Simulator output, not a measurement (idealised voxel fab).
process module | voxel trench capacitor
cross-section cut | 290 nm wide | cells 5 nm
A cross-section is a grid of square cells, given in bands from the top down. A band is one or more rows of cells.
Each band's line starts with the height of the band's top and of its bottom, in nm. Then come its materials from left to right, each with its width in nm. One material with "throughout" fills the band from edge to edge. "air" is empty space.
Height 0 is the level under which the wafer as received is all one material. The lowest band goes on downwards, as in "0 down".
A width such as "30 to 40" changes by the same amount from each row of cells to the next, from the band's top row to its bottom row.
"no change" after a step means that no cell of the cross-section changed.
closed voids: empty space of 8 cells or more with no open way to the top, each as width x height at its distance from the left edge, in nm
after a step's settings: what the simulator itself notes on the step
overlay nm, on a step with a mask: how far to the right of its planned place the mask lay; to the left if negative
plan
1 op RECEIVE | material Si
2 op CONFORMAL_DEP | material SiN | thk nm 5
3 op DIRECTIONAL_DEP | material aC | thk nm 10
4 op PATTERN | tone open | mask id TRENCH | material resist | width nm 25 | pitch nm 50 | thk nm 25 | overlay nm 0
5 op DIRECTIONAL_ETCH | etch materials aC | depth nm 10
6 op STRIP | etch materials resist
7 op DIRECTIONAL_ETCH | etch materials SiN | depth nm 5
8 op DIRECTIONAL_ETCH | etch materials Si | depth nm 30
9 op STRIP | etch materials aC
10 op CONFORMAL_DEP | material SiO2 | thk nm 5
11 op FILL_DEP | material polySi | thk nm 10
12 op CMP | height nm 5
first wafer, as planned
as received, after step 1
  0 down: Si throughout
  closed voids: none
after step 2
  5 to 0: SiN throughout
  below 0: unchanged
after step 3
  15 to 5: aC throughout
  below 5: unchanged
after step 4
  40 to 15: resist 55 | air 25 | resist 25 | air 25 | resist 25 | air 25 | resist 25 | air 25 | resist 60
  below 15: unchanged
after step 5
  30 to 15: resist 55 | air 25 | resist 25 | air 25 | resist 25 | air 25 | resist 25 | air 25 | resist 60
  15 to 5: aC 55 | air 25 | aC 25 | air 25 | aC 25 | air 25 | aC 25 | air 25 | aC 60
  below 5: unchanged
after step 6
  15 to 5: aC 55 | air 25 | aC 25 | air 25 | aC 25 | air 25 | aC 25 | air 25 | aC 60
  below 5: unchanged
after step 7
  15 to 5: aC 55 | air 25 | aC 25 | air 25 | aC 25 | air 25 | aC 25 | air 25 | aC 60
  5 to 0: SiN 55 | air 25 | SiN 25 | air 25 | SiN 25 | air 25 | SiN 25 | air 25 | SiN 60
  below 0: unchanged
after step 8
  15 to 5: aC 55 | air 25 | aC 25 | air 25 | aC 25 | air 25 | aC 25 | air 25 | aC 60
  5 to 0: SiN 55 | air 25 | SiN 25 | air 25 | SiN 25 | air 25 | SiN 25 | air 25 | SiN 60
  0 to -30: Si 55 | air 25 | Si 25 | air 25 | Si 25 | air 25 | Si 25 | air 25 | Si 60
  below -30: unchanged
after step 9
  5 to 0: SiN 55 | air 25 | SiN 25 | air 25 | SiN 25 | air 25 | SiN 25 | air 25 | SiN 60
  below 0: unchanged
after step 10
  10 to 5: SiO2 60 | air 15 | SiO2 35 | air 15 | SiO2 35 | air 15 | SiO2 35 | air 15 | SiO2 65
  5 to 0: SiN 55 | SiO2 5 | air 15 | SiO2 5 | SiN 25 | SiO2 5 | air 15 | SiO2 5 | SiN 25 | SiO2 5 | air 15 | SiO2 5 | SiN 25 | SiO2 5 | air 15 | SiO2 5 | SiN 60
  0 to -25: Si 55 | SiO2 5 | air 15 | SiO2 5 | Si 25 | SiO2 5 | air 15 | SiO2 5 | Si 25 | SiO2 5 | air 15 | SiO2 5 | Si 25 | SiO2 5 | air 15 | SiO2 5 | Si 60
  -25 to -30: Si 55 | SiO2 25 | Si 25 | SiO2 25 | Si 25 | SiO2 25 | Si 25 | SiO2 25 | Si 60
  below -30: unchanged
after step 11
  20 to 10: polySi throughout
  10 to 5: SiO2 60 | polySi 15 | SiO2 35 | polySi 15 | SiO2 35 | polySi 15 | SiO2 35 | polySi 15 | SiO2 65
  5 to 0: SiN 55 | SiO2 5 | polySi 15 | SiO2 5 | SiN 25 | SiO2 5 | polySi 15 | SiO2 5 | SiN 25 | SiO2 5 | polySi 15 | SiO2 5 | SiN 25 | SiO2 5 | polySi 15 | SiO2 5 | SiN 60
  0 to -25: Si 55 | SiO2 5 | polySi 15 | SiO2 5 | Si 25 | SiO2 5 | polySi 15 | SiO2 5 | Si 25 | SiO2 5 | polySi 15 | SiO2 5 | Si 25 | SiO2 5 | polySi 15 | SiO2 5 | Si 60
  below -25: unchanged
after step 12
  5 to 0: SiN 55 | SiO2 5 | polySi 15 | SiO2 5 | SiN 25 | SiO2 5 | polySi 15 | SiO2 5 | SiN 25 | SiO2 5 | polySi 15 | SiO2 5 | SiN 25 | SiO2 5 | polySi 15 | SiO2 5 | SiN 60
  below 0: unchanged
second wafer: like start, like plan, one mistake. Through step 7 it matches the first wafer
when step 8 should have ended
  15 to 5: aC 55 | air 25 | aC 25 | air 25 | aC 25 | air 25 | aC 25 | air 25 | aC 60
  5 to 0: SiN 55 | air 25 | SiN 25 | air 25 | SiN 25 | air 25 | SiN 25 | air 25 | SiN 60
  0 to -60: Si 55 | air 25 | Si 25 | air 25 | Si 25 | air 25 | Si 25 | air 25 | Si 60
  below -60: unchanged
when step 9 should have ended
  5 to 0: SiN 55 | air 25 | SiN 25 | air 25 | SiN 25 | air 25 | SiN 25 | air 25 | SiN 60
  below 0: unchanged
when step 10 should have ended
  10 to 5: SiO2 60 | air 15 | SiO2 35 | air 15 | SiO2 35 | air 15 | SiO2 35 | air 15 | SiO2 65
  5 to 0: SiN 55 | SiO2 5 | air 15 | SiO2 5 | SiN 25 | SiO2 5 | air 15 | SiO2 5 | SiN 25 | SiO2 5 | air 15 | SiO2 5 | SiN 25 | SiO2 5 | air 15 | SiO2 5 | SiN 60
  0 to -55: Si 55 | SiO2 5 | air 15 | SiO2 5 | Si 25 | SiO2 5 | air 15 | SiO2 5 | Si 25 | SiO2 5 | air 15 | SiO2 5 | Si 25 | SiO2 5 | air 15 | SiO2 5 | Si 60
  -55 to -60: Si 55 | SiO2 25 | Si 25 | SiO2 25 | Si 25 | SiO2 25 | Si 25 | SiO2 25 | Si 60
  below -60: unchanged
when step 11 should have ended
  20 to 10: polySi throughout
  10 to 5: SiO2 60 | polySi 15 | SiO2 35 | polySi 15 | SiO2 35 | polySi 15 | SiO2 35 | polySi 15 | SiO2 65
  5 to 0: SiN 55 | SiO2 5 | polySi 15 | SiO2 5 | SiN 25 | SiO2 5 | polySi 15 | SiO2 5 | SiN 25 | SiO2 5 | polySi 15 | SiO2 5 | SiN 25 | SiO2 5 | polySi 15 | SiO2 5 | SiN 60
  0 to -55: Si 55 | SiO2 5 | polySi 15 | SiO2 5 | Si 25 | SiO2 5 | polySi 15 | SiO2 5 | Si 25 | SiO2 5 | polySi 15 | SiO2 5 | Si 25 | SiO2 5 | polySi 15 | SiO2 5 | Si 60
  below -55: unchanged
when step 12 should have ended
  5 to 0: SiN 55 | SiO2 5 | polySi 15 | SiO2 5 | SiN 25 | SiO2 5 | polySi 15 | SiO2 5 | SiN 25 | SiO2 5 | polySi 15 | SiO2 5 | SiN 25 | SiO2 5 | polySi 15 | SiO2 5 | SiN 60
  below 0: unchanged
what went wrong: step 8 was run twice
at the end the second wafer has, in cells: 120 fewer of Si | 48 more of SiO2 | 72 more of polySi
